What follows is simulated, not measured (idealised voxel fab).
process module | voxel local oxidation
cross-section cut | 240 nm wide | cells 5 nm
A cross-section is a grid of square cells, given in bands from the top down. A band is one or more rows of cells.
Each band's line starts with the height of the band's top and of its bottom, in nm. Then come its materials from left to right, each with its width in nm. One material with "throughout" fills the band from edge to edge. "air" is empty space.
Height 0 is the level under which the wafer as received is all one material. The lowest band goes on downwards, as in "0 down".
A width such as "30 to 40" changes by the same amount from each row of cells to the next, from the band's top row to its bottom row.
"no change" after a step means that no cell of the cross-section changed.
closed voids: empty space of 8 cells or more with no open way to the top, each as width x height at its distance from the left edge, in nm
after a step's settings: what the simulator itself notes on the step
overlay nm, on a step with a mask: how far to the right of its planned place the mask lay; to the left if negative
plan
1 op RECEIVE | material Si
2 op OXIDIZE | depth nm 5
3 op CONFORMAL_DEP | material SiN | thk nm 10
4 op DIRECTIONAL_DEP | material aC | thk nm 15
5 op PATTERN | tone cover | mask id ACTIVE | material resist | width nm 100 | thk nm 35 | overlay nm 0
6 op DIRECTIONAL_ETCH | etch materials aC | depth nm 15
7 op STRIP | etch materials resist
8 op DIRECTIONAL_ETCH | etch materials SiN | depth nm 10
9 op STRIP | etch materials aC
10 op SELECTIVE_ETCH | etch materials SiO2 | depth nm 5
11 op OXIDIZE | depth nm 15
12 op STRIP | etch materials SiN
as received, after step 1
  0 down: Si throughout
  closed voids: none
a wafer at the end: this start, this plan, one mistake
  0 to -5: air 80 | SiO2 85 | air 75
  -5 to -20: SiO2 95 | Si 55 | SiO2 90
  -20 down: Si throughout
  closed voids: none
what went wrong: step 5 ran as: op PATTERN | tone cover | mask id ACTIVE | material resist | width nm 95 | thk nm 35 | overlay nm 0
